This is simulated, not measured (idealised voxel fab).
The following is a process module called voxel trench capacitor.
We display cut, a cross-section 210 nm in width whose square cells are each 5 nm.
Think of the cross-section as a grid of square cells. We describe it in bands, top to bottom, and each band covers one or more rows of those cells.
Top height, bottom height, nm. Materials left to right, width each, nm. Single material + "edge to edge" = fills band edge to edge. "air" = empty.
Height 0 is the level under which the wafer as received is all one material. The lowest band goes on downwards, as in "z 0 and below".
With a width like "30 to 40", each row of cells in the band differs from the next by the same amount, the top row carrying the first number and the bottom row the second.
"same as before" for a step: no cell of the cross-section changed in that step.
Closed empty spaces (no open way to the top) of 8 cells or more are what "Listed closed voids" lists, each as width x height at distance from the left edge, nm for all three.
If you see something after the settings on a step's line, that's the simulator's own remark about that step.
For masked steps, "overlay nm" on the step line gives how far right of plan the mask actually lay; a minus sign means it lay to the left.
[Process steps foreseen in the plan]
1. RECEIVE | material Si
2. CONFORMAL_DEP | material SiN | thk nm 10
3. DIRECTIONAL_DEP | material aC | thk nm 10
4. PATTERN | tone open | mask id TRENCH | material resist | width nm 15 | pitch nm 30 | thk nm 30 | overlay nm 0
5. DIRECTIONAL_ETCH | etch materials aC | depth nm 10
6. STRIP | etch materials resist
7. DIRECTIONAL_ETCH | etch materials SiN | depth nm 10
8. DIRECTIONAL_ETCH | etch materials Si | depth nm 30
9. STRIP | etch materials aC
10. CONFORMAL_DEP | material SiO2 | thk nm 5
11. FILL_DEP | material polySi | thk nm 10
12. CMP | height nm 10
[The first of two wafers, run as planned]
[The cross-section here shows the wafer as received, i.e. in its state after step 1]
> z 0 and below: Si edge to edge
> Listed closed voids: none
[Once step 2 is through, the wafer looks like this in cross-section]
> z 10 to 0: SiN edge to edge
> No changes below 0.
[Once step 3 is through, the wafer looks like this in cross-section]
> z 20 to 10: aC edge to edge
> No changes below 10.
[Once step 4 is through, the wafer looks like this in cross-section]
> z 50 to 20: resist 65 nm | air 15 nm | resist 15 nm | air 15 nm | resist 15 nm | air 15 nm | resist 70 nm
> No changes below 20.
[Once step 5 is through, the wafer looks like this in cross-section]
> z 40 to 20: resist 65 nm | air 15 nm | resist 15 nm | air 15 nm | resist 15 nm | air 15 nm | resist 70 nm
> z 20 to 10: aC 65 nm | air 15 nm | aC 15 nm | air 15 nm | aC 15 nm | air 15 nm | aC 70 nm
> No changes below 10.
[Once step 6 is through, the wafer looks like this in cross-section]
> z 20 to 10: aC 65 nm | air 15 nm | aC 15 nm | air 15 nm | aC 15 nm | air 15 nm | aC 70 nm
> No changes below 10.
[Once step 7 is through, the wafer looks like this in cross-section]
> z 20 to 10: aC 65 nm | air 15 nm | aC 15 nm | air 15 nm | aC 15 nm | air 15 nm | aC 70 nm
> z 10 to 0: SiN 65 nm | air 15 nm | SiN 15 nm | air 15 nm | SiN 15 nm | air 15 nm | SiN 70 nm
> No changes below 0.
[Once step 8 is through, the wafer looks like this in cross-section]
> z 20 to 10: aC 65 nm | air 15 nm | aC 15 nm | air 15 nm | aC 15 nm | air 15 nm | aC 70 nm
> z 10 to 0: SiN 65 nm | air 15 nm | SiN 15 nm | air 15 nm | SiN 15 nm | air 15 nm | SiN 70 nm
> z 0 to -30: Si 65 nm | air 15 nm | Si 15 nm | air 15 nm | Si 15 nm | air 15 nm | Si 70 nm
> No changes below -30.
[Once step 9 is through, the wafer looks like this in cross-section]
> z 10 to 0: SiN 65 nm | air 15 nm | SiN 15 nm | air 15 nm | SiN 15 nm | air 15 nm | SiN 70 nm
> No changes below 0.
[Once step 10 is through, the wafer looks like this in cross-section]
> z 15 to 10: SiO2 70 nm | air 5 nm | SiO2 25 nm | air 5 nm | SiO2 25 nm | air 5 nm | SiO2 75 nm
> z 10 to 0: SiN 65 nm | SiO2 5 nm | air 5 nm | SiO2 5 nm | SiN 15 nm | SiO2 5 nm | air 5 nm | SiO2 5 nm | SiN 15 nm | SiO2 5 nm | air 5 nm | SiO2 5 nm | SiN 70 nm
> z 0 to -25: Si 65 nm | SiO2 5 nm | air 5 nm | SiO2 5 nm | Si 15 nm | SiO2 5 nm | air 5 nm | SiO2 5 nm | Si 15 nm | SiO2 5 nm | air 5 nm | SiO2 5 nm | Si 70 nm
> z -25 to -30: Si 65 nm | SiO2 15 nm | Si 15 nm | SiO2 15 nm | Si 15 nm | SiO2 15 nm | Si 70 nm
> No changes below -30.
[Once step 11 is through, the wafer looks like this in cross-section]
> z 25 to 15: polySi edge to edge
> z 15 to 10: SiO2 70 nm | polySi 5 nm | SiO2 25 nm | polySi 5 nm | SiO2 25 nm | polySi 5 nm | SiO2 75 nm
> z 10 to 0: SiN 65 nm | SiO2 5 nm | polySi 5 nm | SiO2 5 nm | SiN 15 nm | SiO2 5 nm | polySi 5 nm | SiO2 5 nm | SiN 15 nm | SiO2 5 nm | polySi 5 nm | SiO2 5 nm | SiN 70 nm
> z 0 to -25: Si 65 nm | SiO2 5 nm | polySi 5 nm | SiO2 5 nm | Si 15 nm | SiO2 5 nm | polySi 5 nm | SiO2 5 nm | Si 15 nm | SiO2 5 nm | polySi 5 nm | SiO2 5 nm | Si 70 nm
> No changes below -25.
[Once step 12 is through, the wafer looks like this in cross-section]
> z 10 to 0: SiN 65 nm | SiO2 5 nm | polySi 5 nm | SiO2 5 nm | SiN 15 nm | SiO2 5 nm | polySi 5 nm | SiO2 5 nm | SiN 15 nm | SiO2 5 nm | polySi 5 nm | SiO2 5 nm | SiN 70 nm
> No changes below 0.
[What follows concerns the second wafer, which started out like the first and was meant to follow the very same plan; one mistake crept in when it was run, but everything up to and including step 11 is the same as for the first wafer]
[The second wafer in cross-section, at the planned close of step 12]
> z 15 to 10: SiO2 70 nm | polySi 5 nm | SiO2 25 nm | polySi 5 nm | SiO2 25 nm | polySi 5 nm | SiO2 75 nm
> No changes below 10.
In executing the process, a mistake was made relative to the plan: heads up, step 12 didn't go per plan, it actually ran as CMP | height nm 15
Final wafer comparison in cells, second versus first, more or fewer per material: SiO2 +39; polySi +3
